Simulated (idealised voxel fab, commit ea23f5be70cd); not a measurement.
process module | voxel self aligned vias
This is section cut - it's 160 nm across, gridded in 5 nm square cells.
Think of the cross-section as a grid of square cells. We describe it in bands, top to bottom, and each band covers one or more rows of those cells. Top height, bottom height, nm. Materials left to right, width each, nm. Single material + "full width" = fills band edge to edge. "empty" = empty. Height is counted from the level 0, under which the received wafer is composed throughout of one material. The lowest of the bands is not closed at the bottom but continues downward, in the notation "0 and below". Quick explanation for "30->40": the width changes in equal steps down the rows of cells, from the first number in the band's top row to the second number in its bottom row. A step reported as "everything unchanged" is a step in which no cell of the cross-section changed. Basically, "Closed voids list" tells you about the enclosed voids: empty spaces with no open way to the top, 8 cells or bigger, each written width x height at distance, where distance is from the left edge, all in nm. Formally, on a step line, whatever follows the settings is a remark that the simulator itself makes on the step. overlay nm: mask right of planned place by this much (step with mask). Neg. = left.

### These are the steps we planned for the process
1,RECEIVE, material Si
2,CONFORMAL_DEP, material SiO2, thk nm 10
3,CONFORMAL_DEP, material SiCN, thk nm 5
4,DIRECTIONAL_DEP, material lowk, thk nm 25
5,DIRECTIONAL_DEP, material aC, thk nm 15
6,PATTERN, tone open, mask id LINES, material resist, width nm 25, pitch nm 55, thk nm 30, overlay nm 0
7,DIRECTIONAL_ETCH, etch materials aC, depth nm 15
8,STRIP, etch materials resist
9,DIRECTIONAL_ETCH, etch materials lowk, depth nm 25
10,STRIP, etch materials aC
11,CONFORMAL_DEP, material TiN, thk nm 5
12,FILL_DEP, material Ru, thk nm 5
13,CMP, height nm 40
14,SELECTIVE_ETCH, etch materials W Ru TiN, depth nm 5
15,FILL_DEP, material SiN, thk nm 10
16,CMP, height nm 40
17,DIRECTIONAL_DEP, material lowk, thk nm 15
18,PATTERN, tone open, mask id VIAS, material resist, width nm 35, pitch nm 55, thk nm 15, overlay nm 0
19,DIRECTIONAL_ETCH, etch materials lowk, depth nm 15
20,DIRECTIONAL_ETCH, etch materials SiN, depth nm 5
21,STRIP, etch materials resist
22,CONFORMAL_DEP, material TiN, thk nm 5
23,FILL_DEP, material W, thk nm 10
24,CMP, height nm 55
25,CONFORMAL_DEP, material SiN, thk nm 5

### First of two wafers, with the run carried out as planned

### As-received state of the wafer in cross-section, equivalent to post-step 1
    0 and below = Si full width
    Closed voids list: none

### Cross-section: wafer state after step 2
    10 down to 0 = SiO2 full width
    Unchanged below 0.

### Cross-section: wafer state after step 3
    15 down to 10 = SiCN full width
    Unchanged below 10.

### Cross-section: wafer state after step 4
    40 down to 15 = lowk full width
    Unchanged below 15.

### Cross-section: wafer state after step 5
    55 down to 40 = aC full width
    Unchanged below 40.

### Cross-section: wafer state after step 6
    85 down to 55 = resist (40); empty (25); resist (30); empty (25); resist (40)
    Unchanged below 55.

### Cross-section: wafer state after step 7
    70 down to 55 = resist (40); empty (25); resist (30); empty (25); resist (40)
    55 down to 40 = aC (40); empty (25); aC (30); empty (25); aC (40)
    Unchanged below 40.

### Cross-section: wafer state after step 8
    55 down to 40 = aC (40); empty (25); aC (30); empty (25); aC (40)
    Unchanged below 40.

### Cross-section: wafer state after step 9
    55 down to 40 = aC (40); empty (25); aC (30); empty (25); aC (40)
    40 down to 15 = lowk (40); empty (25); lowk (30); empty (25); lowk (40)
    Unchanged below 15.

### Cross-section: wafer state after step 10
    40 down to 15 = lowk (40); empty (25); lowk (30); empty (25); lowk (40)
    Unchanged below 15.

### Cross-section: wafer state after step 11
    45 down to 40 = TiN (45); empty (15); TiN (40); empty (15); TiN (45)
    40 down to 20 = lowk (40); TiN (5); empty (15); TiN (5); lowk (30); TiN (5); empty (15); TiN (5); lowk (40)
    20 down to 15 = lowk (40); TiN (25); lowk (30); TiN (25); lowk (40)
    Unchanged below 15.

### Cross-section: wafer state after step 12
    50 down to 45 = Ru full width
    45 down to 40 = TiN (45); Ru (15); TiN (40); Ru (15); TiN (45)
    40 down to 20 = lowk (40); TiN (5); Ru (15); TiN (5); lowk (30); TiN (5); Ru (15); TiN (5); lowk (40)
    Unchanged below 20.

### Cross-section: wafer state after step 13
    40 down to 20 = lowk (40); TiN (5); Ru (15); TiN (5); lowk (30); TiN (5); Ru (15); TiN (5); lowk (40)
    Unchanged below 20.

### Cross-section: wafer state after step 14
    40 down to 35 = lowk (40); empty (25); lowk (30); empty (25); lowk (40)
    Unchanged below 35.

### Cross-section: wafer state after step 15
    50 down to 40 = SiN full width
    40 down to 35 = lowk (40); SiN (25); lowk (30); SiN (25); lowk (40)
    Unchanged below 35.

### Cross-section: wafer state after step 16
    40 down to 35 = lowk (40); SiN (25); lowk (30); SiN (25); lowk (40)
    Unchanged below 35.

### Cross-section: wafer state after step 17
    55 down to 40 = lowk full width
    Unchanged below 40.

### Cross-section: wafer state after step 18
    70 down to 55 = resist (35); empty (35); resist (20); empty (35); resist (35)
    Unchanged below 55.

### Cross-section: wafer state after step 19
    70 down to 55 = resist (35); empty (35); resist (20); empty (35); resist (35)
    55 down to 40 = lowk (35); empty (35); lowk (20); empty (35); lowk (35)
    Unchanged below 40.

### Cross-section: wafer state after step 20
    70 down to 55 = resist (35); empty (35); resist (20); empty (35); resist (35)
    55 down to 40 = lowk (35); empty (35); lowk (20); empty (35); lowk (35)
    40 down to 35 = lowk (40); empty (25); lowk (30); empty (25); lowk (40)
    Unchanged below 35.

### Cross-section: wafer state after step 21
    55 down to 40 = lowk (35); empty (35); lowk (20); empty (35); lowk (35)
    Unchanged below 40.

### Cross-section: wafer state after step 22
    60 down to 55 = TiN (40); empty (25); TiN (30); empty (25); TiN (40)
    55 down to 45 = lowk (35); TiN (5); empty (25); TiN (5); lowk (20); TiN (5); empty (25); TiN (5); lowk (35)
    45 down to 40 = lowk (35); TiN (10); empty (15); TiN (10); lowk (20); TiN (10); empty (15); TiN (10); lowk (35)
    40 down to 35 = lowk (40); TiN (25); lowk (30); TiN (25); lowk (40)
    Unchanged below 35.

### Cross-section: wafer state after step 23
    70 down to 60 = W full width
    60 down to 55 = TiN (40); W (25); TiN (30); W (25); TiN (40)
    55 down to 45 = lowk (35); TiN (5); W (25); TiN (5); lowk (20); TiN (5); W (25); TiN (5); lowk (35)
    45 down to 40 = lowk (35); TiN (10); W (15); TiN (10); lowk (20); TiN (10); W (15); TiN (10); lowk (35)
    Unchanged below 40.

### Cross-section: wafer state after step 24
    55 down to 45 = lowk (35); TiN (5); W (25); TiN (5); lowk (20); TiN (5); W (25); TiN (5); lowk (35)
    Unchanged below 45.

### Cross-section: wafer state after step 25
    60 down to 55 = SiN full width
    Unchanged below 55.

### Wafer two. Identical start, identical plan. One mistake in execution. Identical history through step 5

### Here is the second wafer in cross-section at the point where step 6 of the plan should have been done
    85 down to 55 = resist (30); empty (25); resist (30); empty (25); resist (50)
    Unchanged below 55.

### Here is the second wafer in cross-section at the point where step 7 of the plan should have been done
    70 down to 55 = resist (30); empty (25); resist (30); empty (25); resist (50)
    55 down to 40 = aC (30); empty (25); aC (30); empty (25); aC (50)
    Unchanged below 40.

### Here is the second wafer in cross-section at the point where step 8 of the plan should have been done
    55 down to 40 = aC (30); empty (25); aC (30); empty (25); aC (50)
    Unchanged below 40.

### Here is the second wafer in cross-section at the point where step 9 of the plan should have been done
    55 down to 40 = aC (30); empty (25); aC (30); empty (25); aC (50)
    40 down to 15 = lowk (30); empty (25); lowk (30); empty (25); lowk (50)
    Unchanged below 15.

### Here is the second wafer in cross-section at the point where step 10 of the plan should have been done
    40 down to 15 = lowk (30); empty (25); lowk (30); empty (25); lowk (50)
    Unchanged below 15.

### Here is the second wafer in cross-section at the point where step 11 of the plan should have been done
    45 down to 40 = TiN (35); empty (15); TiN (40); empty (15); TiN (55)
    40 down to 20 = lowk (30); TiN (5); empty (15); TiN (5); lowk (30); TiN (5); empty (15); TiN (5); lowk (50)
    20 down to 15 = lowk (30); TiN (25); lowk (30); TiN (25); lowk (50)
    Unchanged below 15.

### Here is the second wafer in cross-section at the point where step 12 of the plan should have been done
    50 down to 45 = Ru full width
    45 down to 40 = TiN (35); Ru (15); TiN (40); Ru (15); TiN (55)
    40 down to 20 = lowk (30); TiN (5); Ru (15); TiN (5); lowk (30); TiN (5); Ru (15); TiN (5); lowk (50)
    Unchanged below 20.

### Here is the second wafer in cross-section at the point where step 13 of the plan should have been done
    40 down to 20 = lowk (30); TiN (5); Ru (15); TiN (5); lowk (30); TiN (5); Ru (15); TiN (5); lowk (50)
    Unchanged below 20.

### Here is the second wafer in cross-section at the point where step 14 of the plan should have been done
    40 down to 35 = lowk (30); empty (25); lowk (30); empty (25); lowk (50)
    Unchanged below 35.

### Here is the second wafer in cross-section at the point where step 15 of the plan should have been done
    50 down to 40 = SiN full width
    40 down to 35 = lowk (30); SiN (25); lowk (30); SiN (25); lowk (50)
    Unchanged below 35.

### Here is the second wafer in cross-section at the point where step 16 of the plan should have been done
    40 down to 35 = lowk (30); SiN (25); lowk (30); SiN (25); lowk (50)
    Unchanged below 35.

### Here is the second wafer in cross-section at the point where step 17 of the plan should have been done
    55 down to 40 = lowk full width
    Unchanged below 40.

### Here is the second wafer in cross-section at the point where step 18 of the plan should have been done
    70 down to 55 = resist (35); empty (35); resist (20); empty (35); resist (35)
    Unchanged below 55.

### Here is the second wafer in cross-section at the point where step 19 of the plan should have been done
    70 down to 55 = resist (35); empty (35); resist (20); empty (35); resist (35)
    55 down to 40 = lowk (35); empty (35); lowk (20); empty (35); lowk (35)
    Unchanged below 40.

### Here is the second wafer in cross-section at the point where step 20 of the plan should have been done
    70 down to 55 = resist (35); empty (35); resist (20); empty (35); resist (35)
    55 down to 40 = lowk (35); empty (35); lowk (20); empty (35); lowk (35)
    40 down to 35 = lowk (30); SiN (5); empty (20); lowk (30); SiN (5); empty (20); lowk (50)
    Unchanged below 35.

### Here is the second wafer in cross-section at the point where step 21 of the plan should have been done
    55 down to 40 = lowk (35); empty (35); lowk (20); empty (35); lowk (35)
    Unchanged below 40.

### Here is the second wafer in cross-section at the point where step 22 of the plan should have been done
    60 down to 55 = TiN (40); empty (25); TiN (30); empty (25); TiN (40)
    55 down to 45 = lowk (35); TiN (5); empty (25); TiN (5); lowk (20); TiN (5); empty (25); TiN (5); lowk (35)
    45 down to 40 = lowk (35); TiN (5); empty (10); TiN (20); lowk (20); TiN (5); empty (10); TiN (20); lowk (35)
    40 down to 35 = lowk (30); SiN (5); TiN (20); lowk (30); SiN (5); TiN (20); lowk (50)
    Unchanged below 35.

### Here is the second wafer in cross-section at the point where step 23 of the plan should have been done
    70 down to 60 = W full width
    60 down to 55 = TiN (40); W (25); TiN (30); W (25); TiN (40)
    55 down to 45 = lowk (35); TiN (5); W (25); TiN (5); lowk (20); TiN (5); W (25); TiN (5); lowk (35)
    45 down to 40 = lowk (35); TiN (5); W (10); TiN (20); lowk (20); TiN (5); W (10); TiN (20); lowk (35)
    Unchanged below 40.

### Here is the second wafer in cross-section at the point where step 24 of the plan should have been done
    55 down to 45 = lowk (35); TiN (5); W (25); TiN (5); lowk (20); TiN (5); W (25); TiN (5); lowk (35)
    Unchanged below 45.

### Here is the second wafer in cross-section at the point where step 25 of the plan should have been done
    60 down to 55 = SiN full width
    Unchanged below 55.
What was done differently from what was planned? step 6 deviated from plan and actually ran as PATTERN, tone open, mask id LINES, material resist, width nm 25, pitch nm 55, thk nm 30, overlay nm -10
Final difference in cells, second wafer against first, listed per material as more or fewer: SiN: 2 more | W: 2 fewer
